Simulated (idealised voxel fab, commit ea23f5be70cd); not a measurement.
process module | voxel air gaps
cross-section cut | 255 nm wide | cells 5 nm
A cross-section is a grid of square cells, given in bands from the top down. A band is one or more rows of cells.
Each band's line starts with the height of the band's top and of its bottom, in nm. Then come its materials from left to right, each with its width in nm. One material with "throughout" fills the band from edge to edge. "air" is empty space.
Height 0 is the level under which the wafer as received is all one material. The lowest band goes on downwards, as in "0 down".
A width such as "30 to 40" changes by the same amount from each row of cells to the next, from the band's top row to its bottom row.
"no change" after a step means that no cell of the cross-section changed.
closed voids: empty space of 8 cells or more with no open way to the top, each as width x height at its distance from the left edge, in nm
after a step's settings: what the simulator itself notes on the step
overlay nm, on a step with a mask: how far to the right of its planned place the mask lay; to the left if negative
plan
1 op RECEIVE | material Si
2 op CONFORMAL_DEP | material SiO2 | thk nm 5
3 op CONFORMAL_DEP | material SiN | thk nm 5
4 op DIRECTIONAL_DEP | material lowk | thk nm 40
5 op PATTERN | tone open | mask id LINES | material resist | width nm 15 | pitch nm 40 | thk nm 15 | overlay nm 0
6 op DIRECTIONAL_ETCH | etch materials lowk | depth nm 40
7 op STRIP | etch materials resist
8 op CONFORMAL_DEP | material TiN | thk nm 5
9 op FILL_DEP | material Cu | thk nm 5
10 op CMP | height nm 55
11 op EPI | material Ru | thk nm 10
12 op SELECTIVE_ETCH | etch materials lowk | depth nm 50
13 op CONFORMAL_DEP | material SiN | thk nm 5
varied across the wafers: thk nm of step 2. The plan shows the first wafer's value. All wafers start alike
first wafer as received, after step 1
  0 down: Si throughout
  closed voids: none
each wafer at the end: cells of each material gained (+) or lost (-) since it was received, then its closed voids
thk nm 5 | +32 Cu | +102 Ru | +102 SiN | +51 SiO2 | +115 TiN | +312 lowk | closed voids: none
thk nm 10 | +28 Cu | +56 Ru | +202 SiN | +102 SiO2 | +68 TiN | closed voids: 15 x 30 at 80; 15 x 30 at 120; 15 x 30 at 160
thk nm 15 | +24 Cu | +56 Ru | +194 SiN | +153 SiO2 | +60 TiN | closed voids: 15 x 25 at 80; 15 x 25 at 120; 15 x 25 at 160
thk nm 20 | +20 Cu | +56 Ru | +186 SiN | +204 SiO2 | +52 TiN | closed voids: 15 x 20 at 80; 15 x 20 at 120; 15 x 20 at 160
thk nm 25 | +16 Cu | +56 Ru | +178 SiN | +255 SiO2 | +44 TiN | closed voids: 15 x 15 at 80; 15 x 15 at 120; 15 x 15 at 160
